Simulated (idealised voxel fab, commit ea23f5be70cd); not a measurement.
process module | voxel ribs on slabs
cross-section cut | 155 nm wide | cells 5 nm
A cross-section is a grid of square cells, given in bands from the top down. A band is one or more rows of cells.
Each band's line starts with the height of the band's top and of its bottom, in nm. Then come its materials from left to right, each with its width in nm. One material with "throughout" fills the band from edge to edge. "air" is empty space.
Height 0 is the level under which the wafer as received is all one material. The lowest band goes on downwards, as in "0 down".
A width such as "30 to 40" changes by the same amount from each row of cells to the next, from the band's top row to its bottom row.
"no change" after a step means that no cell of the cross-section changed.
closed voids: empty space of 8 cells or more with no open way to the top, each as width x height at its distance from the left edge, in nm
after a step's settings: what the simulator itself notes on the step
overlay nm, on a step with a mask: how far to the right of its planned place the mask lay; to the left if negative
plan
1 op RECEIVE | material Si
2 op DIRECTIONAL_DEP | material SiO2 | thk nm 25
3 op DIRECTIONAL_DEP | material SiN | thk nm 20
4 op DIRECTIONAL_DEP | material aC | thk nm 15
5 op PATTERN | tone cover | mask id RIB | material resist | width nm 30 | thk nm 35 | overlay nm 0
6 op DIRECTIONAL_ETCH | etch materials aC | depth nm 15
7 op STRIP | etch materials resist
8 op DIRECTIONAL_ETCH | etch materials SiN | depth nm 10
9 op STRIP | etch materials aC
10 op DIRECTIONAL_DEP | material aC | thk nm 15
11 op PATTERN | tone cover | mask id SLAB | material resist | width nm 60 | thk nm 30 | overlay nm 0
12 op DIRECTIONAL_ETCH | etch materials aC | depth nm 15
13 op STRIP | etch materials resist
14 op DIRECTIONAL_ETCH | etch materials SiN | depth nm 10
15 op STRIP | etch materials aC
16 op FILL_DEP | material SiO2 | thk nm 20
17 op CMP | height nm 55
18 op DIRECTIONAL_DEP | material TiN | thk nm 10
19 op PATTERN | tone cover | mask id HEATER | material resist | width nm 40 | thk nm 20 | overlay nm 0
20 op DIRECTIONAL_ETCH | etch materials TiN | depth nm 10
21 op STRIP | etch materials resist
22 op CONFORMAL_DEP | material SiN | thk nm 5
first wafer, as planned
as received, after step 1
  0 down: Si throughout
  closed voids: none
after step 2
  25 to 0: SiO2 throughout
  below 0: unchanged
after step 3
  45 to 25: SiN throughout
  below 25: unchanged
after step 4
  60 to 45: aC throughout
  below 45: unchanged
after step 5
  95 to 60: air 60 | resist 30 | air 65
  below 60: unchanged
after step 6
  80 to 60: air 60 | resist 30 | air 65
  60 to 45: air 60 | aC 30 | air 65
  below 45: unchanged
after step 7
  60 to 45: air 60 | aC 30 | air 65
  below 45: unchanged
after step 8
  60 to 45: air 60 | aC 30 | air 65
  45 to 35: air 60 | SiN 30 | air 65
  below 35: unchanged
after step 9
  45 to 35: air 60 | SiN 30 | air 65
  below 35: unchanged
after step 10
  60 to 50: air 60 | aC 30 | air 65
  50 to 45: aC throughout
  45 to 35: aC 60 | SiN 30 | aC 65
  below 35: unchanged
after step 11
  90 to 60: air 45 | resist 60 | air 50
  60 to 50: air 45 | resist 15 | aC 30 | resist 15 | air 50
  below 50: unchanged
after step 12
  75 to 60: air 45 | resist 60 | air 50
  60 to 50: air 45 | resist 15 | aC 30 | resist 15 | air 50
  50 to 45: air 45 | aC 60 | air 50
  45 to 35: air 45 | aC 15 | SiN 30 | aC 15 | air 50
  below 35: unchanged
after step 13
  60 to 50: air 60 | aC 30 | air 65
  below 50: unchanged
after step 14
  60 to 50: air 60 | aC 30 | air 65
  50 to 45: air 45 | aC 60 | air 50
  45 to 35: air 45 | aC 15 | SiN 30 | aC 15 | air 50
  35 to 25: air 45 | SiN 60 | air 50
  below 25: unchanged
after step 15
  45 to 35: air 60 | SiN 30 | air 65
  below 35: unchanged
after step 16
  65 to 45: SiO2 throughout
  45 to 35: SiO2 60 | SiN 30 | SiO2 65
  35 to 25: SiO2 45 | SiN 60 | SiO2 50
  below 25: unchanged
after step 17
  55 to 45: SiO2 throughout
  below 45: unchanged
after step 18
  65 to 55: TiN throughout
  below 55: unchanged
after step 19
  85 to 65: air 55 | resist 40 | air 60
  below 65: unchanged
after step 20
  85 to 65: air 55 | resist 40 | air 60
  65 to 55: air 55 | TiN 40 | air 60
  below 55: unchanged
after step 21
  65 to 55: air 55 | TiN 40 | air 60
  below 55: unchanged
after step 22
  70 to 65: air 50 | SiN 50 | air 55
  65 to 60: air 50 | SiN 5 | TiN 40 | SiN 5 | air 55
  60 to 55: SiN 55 | TiN 40 | SiN 60
  below 55: unchanged
second wafer: like start, like plan, one mistake. Through step 18 it matches the first wafer
when step 19 should have ended
  85 to 65: air 50 | resist 40 | air 65
  below 65: unchanged
when step 20 should have ended
  85 to 65: air 50 | resist 40 | air 65
  65 to 55: air 50 | TiN 40 | air 65
  below 55: unchanged
when step 21 should have ended
  65 to 55: air 50 | TiN 40 | air 65
  below 55: unchanged
when step 22 should have ended
  70 to 65: air 45 | SiN 50 | air 60
  65 to 60: air 45 | SiN 5 | TiN 40 | SiN 5 | air 60
  60 to 55: SiN 50 | TiN 40 | SiN 65
  below 55: unchanged
what went wrong: step 19 ran as: op PATTERN | tone cover | mask id HEATER | material resist | width nm 40 | thk nm 20 | overlay nm -5
at the end the second wafer has, in cells: as many of each material as the first, in other places
